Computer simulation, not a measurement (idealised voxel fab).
The process module presented herein is designated voxel air gaps.
We display cut, a cross-section 245 nm in width whose square cells are each 5 nm.
Cross-section = grid of square cells, listed top down in bands; band = one or more rows.
Per band: top height and bottom height in nm, followed by the left-to-right materials and their widths in nm; "throughout" marks a single material spanning edge to edge, "blank" marks empty space.
Heights are expressed relative to 0, this being the level below which the as-received wafer comprises one material exclusively. The lowest band is unbounded in the downward direction and is denoted as in "0 -> down".
A width given as "30->40" starts at the first number in the band's top row and ends at the second number in its bottom row, shifting by an equal amount at every step from row to row.
"remained the same" -> step changed no cross-section cell.
Entry "Enclosed cavities" = empty spaces >= 8 cells with no open way to the top; each as width x height at distance, distance from left edge, all nm.
On each step's line, the part that comes after the settings is the simulator's own comment on the step.
When a step includes a mask, the "overlay nm" setting on its line states how far to the right of its planned place that mask lay, and negative values state how far to the left.
[The process steps that were planned are listed below]
1 RECEIVE, material Si
2 CONFORMAL_DEP, material SiO2, thk nm 15
3 CONFORMAL_DEP, material SiN, thk nm 5
4 DIRECTIONAL_DEP, material lowk, thk nm 30
5 DIRECTIONAL_DEP, material aC, thk nm 15
6 PATTERN, tone open, mask id LINES, material resist, width nm 25, pitch nm 55, thk nm 30, overlay nm 0
7 DIRECTIONAL_ETCH, etch materials aC, depth nm 15
8 STRIP, etch materials resist
9 DIRECTIONAL_ETCH, etch materials lowk, depth nm 30
10 STRIP, etch materials aC
11 CONFORMAL_DEP, material TiN, thk nm 5
12 FILL_DEP, material W, thk nm 10
13 CMP, height nm 50
14 EPI, material Ru, thk nm 10
15 SELECTIVE_ETCH, etch materials lowk, depth nm 40
16 CONFORMAL_DEP, material SiN, thk nm 5
[As-received wafer cross-section (after step 1)]
- 0 -> down  Si throughout
- Enclosed cavities: none
[Cross-section: first of two wafers, module finished, run according to plan]
- 65 -> 60  blank 40 nm, SiN 165 nm, blank 40 nm
- 60 -> 50  blank 40 nm, SiN 5 nm, Ru 45 nm, SiN 10 nm, Ru 45 nm, SiN 10 nm, Ru 45 nm, SiN 5 nm, blank 40 nm
- 50 -> 45  blank 40 nm, SiN 15 nm, TiN 5 nm, W 15 nm, TiN 5 nm, SiN 30 nm, TiN 5 nm, W 15 nm, TiN 5 nm, SiN 30 nm, TiN 5 nm, W 15 nm, TiN 5 nm, SiN 15 nm, blank 40 nm
- 45 -> 25  blank 50 nm, SiN 5 nm, TiN 5 nm, W 15 nm, TiN 5 nm, SiN 5 nm, blank 20 nm, SiN 5 nm, TiN 5 nm, W 15 nm, TiN 5 nm, SiN 5 nm, blank 20 nm, SiN 5 nm, TiN 5 nm, W 15 nm, TiN 5 nm, SiN 5 nm, blank 50 nm
- 25 -> 20  SiN 55 nm, TiN 25 nm, SiN 30 nm, TiN 25 nm, SiN 30 nm, TiN 25 nm, SiN 55 nm
- 20 -> 15  SiN throughout
- 15 -> 0  SiO2 throughout
- 0 -> down  Si throughout
- Enclosed cavities: 20 x 20 at 85; 20 x 20 at 140
[What the second wafer looks like in cross-section once the module is done. Its start and its plan matched the first wafer's exactly; what differed was one mistake in how it was run]
- 65 -> 60  SiN throughout
- 60 -> 50  Ru 65 nm, SiN 5 nm, Ru 50 nm, SiN 5 nm, Ru 50 nm, SiN 5 nm, Ru 65 nm
- 50 -> 45  W 50 nm, TiN 5 nm, SiN 25 nm, TiN 5 nm, W 20 nm, TiN 5 nm, SiN 25 nm, TiN 5 nm, W 20 nm, TiN 5 nm, SiN 25 nm, TiN 5 nm, W 50 nm
- 45 -> 25  W 50 nm, TiN 5 nm, SiN 5 nm, blank 15 nm, SiN 5 nm, TiN 5 nm, W 20 nm, TiN 5 nm, SiN 5 nm, blank 15 nm, SiN 5 nm, TiN 5 nm, W 20 nm, TiN 5 nm, SiN 5 nm, blank 15 nm, SiN 5 nm, TiN 5 nm, W 50 nm
- 25 -> 20  TiN 55 nm, SiN 25 nm, TiN 30 nm, SiN 25 nm, TiN 30 nm, SiN 25 nm, TiN 55 nm
- 20 -> 15  SiN throughout
- 15 -> 0  SiO2 throughout
- 0 -> down  Si throughout
- Enclosed cavities: 15 x 20 at 60; 15 x 20 at 115; 15 x 20 at 170
It is concluded that the wafer was processed incorrectly with respect to the plan, in that it should be noted that step 6 was executed with settings other than those planned, the operation and settings actually applied being PATTERN, tone cover, mask id LINES, material resist, width nm 25, pitch nm 55, thk nm 30, overlay nm 0
Looking at both finished wafers in cells, the second ends up ahead of or behind the first on some materials: Ru +38; SiN -12; TiN +19; W +95
Quick summary for you: first wafer finishes at 2 closed voids, second at 3.
